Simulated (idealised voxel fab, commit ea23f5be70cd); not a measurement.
Title: Process Module voxel plated lines
FYI the section here is cut, 265 nm wide, cells are 5 nm squares.
In what follows, cross-sections appear as grids of square cells, described through bands that run from the top down, where every band is one or more rows of cells.
Quick guide to a band line: top height, bottom height (nm) up front; then every material left to right with its width in nm. Only one material and it's marked "edge to edge"? Then it fills the band edge to edge. And "air" just means empty space.
Height is counted from the level 0, under which the received wafer is composed throughout of one material. The lowest of the bands is not closed at the bottom but continues downward, in the notation "0 down".
A width such as "30 to 40" changes by the same amount from each row of cells to the next, from the band's top row to its bottom row.
Any step labelled "nothing different" changed none of the cells in the cross-section.
Empty spaces counting at least 8 cells and having no open way to the top are listed in "Sealed internal cavities". The notation width x height at distance is used for each, the distance being from the left edge and all three values in nm.
If you see something after the settings on a step's line, that's the simulator's own remark about that step.
overlay nm: mask offset rightward from planned place, masked step; negative means leftward offset.

Listed below are the process steps as planned
1. RECEIVE [material Si]
2. CONFORMAL_DEP [material SiO2] [thk nm 10]
3. DIRECTIONAL_DEP [material TiN] [thk nm 5]
4. PATTERN [tone open] [mask id LINES] [material resist] [width nm 30] [pitch nm 50] [thk nm 35] [overlay nm 0]
5. EPI [material Ru] [thk nm 10]
6. EPI [material Ru] [thk nm 10]
7. EPI [material Ru] [thk nm 10]
8. STRIP [etch materials resist]
9. DIRECTIONAL_ETCH [etch materials TiN] [depth nm 5]
10. CONFORMAL_DEP [material SiCN] [thk nm 5]

First wafer of two (run as planned)

The cross-section here shows the wafer as received, i.e. in its state after step 1
	0 down  Si edge to edge
	Sealed internal cavities: none

Cross-section: wafer state after step 2
	10 to 0  SiO2 edge to edge
	Below 0 it's all the same as before, nothing changed down there.

Cross-section: wafer state after step 3
	15 to 10  TiN edge to edge
	Below 10 it's all the same as before, nothing changed down there.

Cross-section: wafer state after step 4
	50 to 15  resist: 40  air: 30  resist: 20  air: 30  resist: 20  air: 30  resist: 20  air: 30  resist: 45
	Below 15 it's all the same as before, nothing changed down there.

Cross-section: wafer state after step 5
	50 to 25  resist: 40  air: 30  resist: 20  air: 30  resist: 20  air: 30  resist: 20  air: 30  resist: 45
	25 to 15  resist: 40  Ru: 30  resist: 20  Ru: 30  resist: 20  Ru: 30  resist: 20  Ru: 30  resist: 45
	Below 15 it's all the same as before, nothing changed down there.

Cross-section: wafer state after step 6
	50 to 35  resist: 40  air: 30  resist: 20  air: 30  resist: 20  air: 30  resist: 20  air: 30  resist: 45
	35 to 15  resist: 40  Ru: 30  resist: 20  Ru: 30  resist: 20  Ru: 30  resist: 20  Ru: 30  resist: 45
	Below 15 it's all the same as before, nothing changed down there.

Cross-section: wafer state after step 7
	50 to 45  resist: 40  air: 30  resist: 20  air: 30  resist: 20  air: 30  resist: 20  air: 30  resist: 45
	45 to 15  resist: 40  Ru: 30  resist: 20  Ru: 30  resist: 20  Ru: 30  resist: 20  Ru: 30  resist: 45
	Below 15 it's all the same as before, nothing changed down there.

Cross-section: wafer state after step 8
	45 to 15  air: 40  Ru: 30  air: 20  Ru: 30  air: 20  Ru: 30  air: 20  Ru: 30  air: 45
	Below 15 it's all the same as before, nothing changed down there.

Cross-section: wafer state after step 9
	45 to 15  air: 40  Ru: 30  air: 20  Ru: 30  air: 20  Ru: 30  air: 20  Ru: 30  air: 45
	15 to 10  air: 40  TiN: 30  air: 20  TiN: 30  air: 20  TiN: 30  air: 20  TiN: 30  air: 45
	Below 10 it's all the same as before, nothing changed down there.

Cross-section: wafer state after step 10
	50 to 45  air: 35  SiCN: 40  air: 10  SiCN: 40  air: 10  SiCN: 40  air: 10  SiCN: 40  air: 40
	45 to 15  air: 35  SiCN: 5  Ru: 30  SiCN: 5  air: 10  SiCN: 5  Ru: 30  SiCN: 5  air: 10  SiCN: 5  Ru: 30  SiCN: 5  air: 10  SiCN: 5  Ru: 30  SiCN: 5  air: 40
	15 to 10  SiCN: 40  TiN: 30  SiCN: 20  TiN: 30  SiCN: 20  TiN: 30  SiCN: 20  TiN: 30  SiCN: 45
	Below 10 it's all the same as before, nothing changed down there.

Second wafer. Start and plan as for the first. One mistake made in running. Agrees with the first up to and including step 3

Cross-section of the second wafer at the time by which step 4 should have been completed according to the plan
	50 to 15  resist: 45  air: 20  resist: 30  air: 20  resist: 30  air: 20  resist: 30  air: 20  resist: 50
	Below 15 it's all the same as before, nothing changed down there.

Cross-section of the second wafer at the time by which step 5 should have been completed according to the plan
	50 to 25  resist: 45  air: 20  resist: 30  air: 20  resist: 30  air: 20  resist: 30  air: 20  resist: 50
	25 to 15  resist: 45  Ru: 20  resist: 30  Ru: 20  resist: 30  Ru: 20  resist: 30  Ru: 20  resist: 50
	Below 15 it's all the same as before, nothing changed down there.

Cross-section of the second wafer at the time by which step 6 should have been completed according to the plan
	50 to 35  resist: 45  air: 20  resist: 30  air: 20  resist: 30  air: 20  resist: 30  air: 20  resist: 50
	35 to 15  resist: 45  Ru: 20  resist: 30  Ru: 20  resist: 30  Ru: 20  resist: 30  Ru: 20  resist: 50
	Below 15 it's all the same as before, nothing changed down there.

Cross-section of the second wafer at the time by which step 7 should have been completed according to the plan
	50 to 45  resist: 45  air: 20  resist: 30  air: 20  resist: 30  air: 20  resist: 30  air: 20  resist: 50
	45 to 15  resist: 45  Ru: 20  resist: 30  Ru: 20  resist: 30  Ru: 20  resist: 30  Ru: 20  resist: 50
	Below 15 it's all the same as before, nothing changed down there.

Cross-section of the second wafer at the time by which step 8 should have been completed according to the plan
	45 to 15  air: 45  Ru: 20  air: 30  Ru: 20  air: 30  Ru: 20  air: 30  Ru: 20  air: 50
	Below 15 it's all the same as before, nothing changed down there.

Cross-section of the second wafer at the time by which step 9 should have been completed according to the plan
	45 to 15  air: 45  Ru: 20  air: 30  Ru: 20  air: 30  Ru: 20  air: 30  Ru: 20  air: 50
	15 to 10  air: 45  TiN: 20  air: 30  TiN: 20  air: 30  TiN: 20  air: 30  TiN: 20  air: 50
	Below 10 it's all the same as before, nothing changed down there.

Cross-section of the second wafer at the time by which step 10 should have been completed according to the plan
	50 to 45  air: 40  SiCN: 30  air: 20  SiCN: 30  air: 20  SiCN: 30  air: 20  SiCN: 30  air: 45
	45 to 15  air: 40  SiCN: 5  Ru: 20  SiCN: 5  air: 20  SiCN: 5  Ru: 20  SiCN: 5  air: 20  SiCN: 5  Ru: 20  SiCN: 5  air: 20  SiCN: 5  Ru: 20  SiCN: 5  air: 45
	15 to 10  SiCN: 45  TiN: 20  SiCN: 30  TiN: 20  SiCN: 30  TiN: 20  SiCN: 30  TiN: 20  SiCN: 50
	Below 10 it's all the same as before, nothing changed down there.
Misprocessing identified: step 4 ran differently from the plan; actual operation with settings: PATTERN [tone open] [mask id LINES] [material resist] [width nm 20] [pitch nm 50] [thk nm 35] [overlay nm 0]
Counted in cells at the end, the second wafer holds more or fewer of these materials than the first: -48 Ru | -8 TiN
